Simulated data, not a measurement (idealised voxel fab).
process module | voxel wiring stack
cross-section cut | 260 nm wide | cells 5 nm
A cross-section is a grid of square cells, given in bands from the top down. A band is one or more rows of cells.
Each band's line starts with the height of the band's top and of its bottom, in nm. Then come its materials from left to right, each with its width in nm. One material with "throughout" fills the band from edge to edge. "air" is empty space.
Height 0 is the level under which the wafer as received is all one material. The lowest band goes on downwards, as in "0 down".
A width such as "30 to 40" changes by the same amount from each row of cells to the next, from the band's top row to its bottom row.
"no change" after a step means that no cell of the cross-section changed.
closed voids: empty space of 8 cells or more with no open way to the top, each as width x height at its distance from the left edge, in nm
after a step's settings: what the simulator itself notes on the step
overlay nm, on a step with a mask: how far to the right of its planned place the mask lay; to the left if negative
plan
1 op RECEIVE | material Si
2 op CONFORMAL_DEP | material SiO2 | thk nm 15
3 op CONFORMAL_DEP | material SiN | thk nm 5
4 op DIRECTIONAL_DEP | material lowk | thk nm 25
5 op DIRECTIONAL_DEP | material aC | thk nm 10
6 op PATTERN | tone open | mask id METAL_1 | material resist | width nm 25 | pitch nm 40 | thk nm 30 | overlay nm 0
7 op DIRECTIONAL_ETCH | etch materials aC | depth nm 10
8 op STRIP | etch materials resist
9 op DIRECTIONAL_ETCH | etch materials lowk | depth nm 25
10 op DIRECTIONAL_ETCH | etch materials SiN | depth nm 5
11 op STRIP | etch materials aC
12 op CONFORMAL_DEP | material TiN | thk nm 5
13 op FILL_DEP | material Ru | thk nm 10
14 op CMP | height nm 45
15 op EPI | material Ru | thk nm 5
16 op FILL_DEP | material SiCN | thk nm 5
17 op DIRECTIONAL_DEP | material lowk | thk nm 30
18 op DIRECTIONAL_DEP | material aC | thk nm 10
19 op PATTERN | tone open | mask id METAL_2_HOLES | material resist | width nm 15 | pitch nm 40 | thk nm 25 | overlay nm 0
20 op DIRECTIONAL_ETCH | etch materials aC | depth nm 10
21 op STRIP | etch materials resist
22 op DIRECTIONAL_ETCH | etch materials lowk | depth nm 30
23 op STRIP | etch materials aC
24 op PATTERN | tone open | mask id METAL_2 | material resist | width nm 25 | pitch nm 40 | thk nm 15 | overlay nm -15
25 op DIRECTIONAL_ETCH | etch materials lowk | depth nm 15
26 op DIRECTIONAL_ETCH | etch materials SiCN | depth nm 5
27 op STRIP | etch materials resist
28 op CONFORMAL_DEP | material TiN | thk nm 5
29 op FILL_DEP | material Cu | thk nm 5
30 op CMP | height nm 85
31 op CONFORMAL_DEP | material SiN | thk nm 5
varied across the wafers: overlay nm of step 24. The plan shows the first wafer's value. All wafers start alike
first wafer as received, after step 1
  0 down: Si throughout
  closed voids: none
each wafer at the end: cells of each material gained (+) or lost (-) since it was received, then its closed voids
overlay nm -15 | +44 Cu | +88 Ru | +68 SiCN | +84 SiN | +156 SiO2 | +132 TiN | +364 lowk | closed voids: none
overlay nm -10 | +40 Cu | +88 Ru | +64 SiCN | +84 SiN | +156 SiO2 | +128 TiN | +376 lowk | closed voids: none
overlay nm -5 | +40 Cu | +88 Ru | +64 SiCN | +84 SiN | +156 SiO2 | +128 TiN | +376 lowk | closed voids: none
overlay nm 0 | +40 Cu | +88 Ru | +64 SiCN | +84 SiN | +156 SiO2 | +128 TiN | +376 lowk | closed voids: none
overlay nm 5 | +44 Cu | +88 Ru | +68 SiCN | +84 SiN | +156 SiO2 | +132 TiN | +364 lowk | closed voids: none
overlay nm 10 | +52 Cu | +88 Ru | +72 SiCN | +84 SiN | +156 SiO2 | +132 TiN | +352 lowk | closed voids: none
overlay nm 15 | +72 Cu | +88 Ru | +76 SiCN | +84 SiN | +156 SiO2 | +120 TiN | +340 lowk | closed voids: none
